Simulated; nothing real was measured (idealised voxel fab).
The following is a process module called voxel ribs on slabs.
We display cut, a cross-section 265 nm in width whose square cells are each 5 nm.
The cross-sections in this document take the form of a grid made of square cells. They are written out as bands, in order from top to bottom. Each band consists of one or more rows of cells. Read a band's entry like this: the first values are the height of its top and the height of its bottom in nm, and what follows is the sequence of materials from left to right, each with its width in nm. Note that "blank" is empty space, and that a single material marked "full width" reaches across the band from edge to edge. Height is counted from the level 0, under which the received wafer is composed throughout of one material. The lowest of the bands is not closed at the bottom but continues downward, in the notation "0 nm and below". Width spec "30..40" -> top row of cells at first value, bottom row at second value, equal per-row change in between. The cross-section has no changed cell in any step marked "nothing was modified". "Completely enclosed voids" - sealed voids, min. 8 cells, no opening to top; format: width x height at distance (distance from left edge; nm throughout). It should be noted that, on the line of a given step, the content following the step's settings is a remark produced by the simulator itself with respect to that step. What "overlay nm" on a step's line means: if the step has a mask, that mask lay this far to the right of its planned place, or, when the value is negative, to the left.
Listed below are the process steps as planned
- 1: RECEIVE [material Si]
- 2: DIRECTIONAL_DEP [material SiO2] [thk nm 20]
- 3: DIRECTIONAL_DEP [material SiN] [thk nm 25]
- 4: DIRECTIONAL_DEP [material aC] [thk nm 10]
- 5: PATTERN [tone cover] [mask id RIB] [material resist] [width nm 25] [thk nm 25] [overlay nm 0]
- 6: DIRECTIONAL_ETCH [etch materials aC] [depth nm 10]
- 7: STRIP [etch materials resist]
- 8: DIRECTIONAL_ETCH [etch materials SiN] [depth nm 20]
- 9: STRIP [etch materials aC]
- 10: MASKED_ETCH [tone cover] [mask id SLAB] [width nm 75] [etch materials SiN] [depth nm 5] [overlay nm 0]
- 11: FILL_DEP [material SiO2] [thk nm 15]
- 12: CMP [height nm 55]
- 13: DIRECTIONAL_DEP [material TiN] [thk nm 5]
- 14: MASKED_ETCH [tone cover] [mask id HEATER] [width nm 35] [etch materials TiN] [depth nm 5] [overlay nm 0]
- 15: CONFORMAL_DEP [material SiO2] [thk nm 5]
As-received wafer cross-section (after step 1)
  0 nm and below | Si full width
  Completely enclosed voids: none
End-of-module XS, first of two wafers, run as planned
  65 nm to 60 nm | blank=110, then SiO2=45, then blank=110
  60 nm to 55 nm | SiO2=115, then TiN=35, then SiO2=115
  55 nm to 45 nm | SiO2 full width
  45 nm to 25 nm | SiO2=120, then SiN=25, then SiO2=120
  25 nm to 20 nm | SiO2=95, then SiN=75, then SiO2=95
  20 nm to 0 nm | SiO2 full width
  0 nm and below | Si full width
  Completely enclosed voids: none
Wafer two, end of module, cross-section. Same start, same plan as wafer one. One mistake in the run
  65 nm to 60 nm | blank=110, then SiO2=45, then blank=110
  60 nm to 55 nm | SiO2=115, then TiN=35, then SiO2=115
  55 nm to 45 nm | SiO2=120, then SiN=25, then SiO2=120
  45 nm to 40 nm | SiO2=95, then SiN=75, then SiO2=95
  40 nm to 0 nm | SiO2 full width
  0 nm and below | Si full width
  Completely enclosed voids: none
Deviation from plan: execution of plan step 2 occurred twice
Final difference in cells, second wafer against first, listed per material as more or fewer: SiN -10 | SiO2 +10
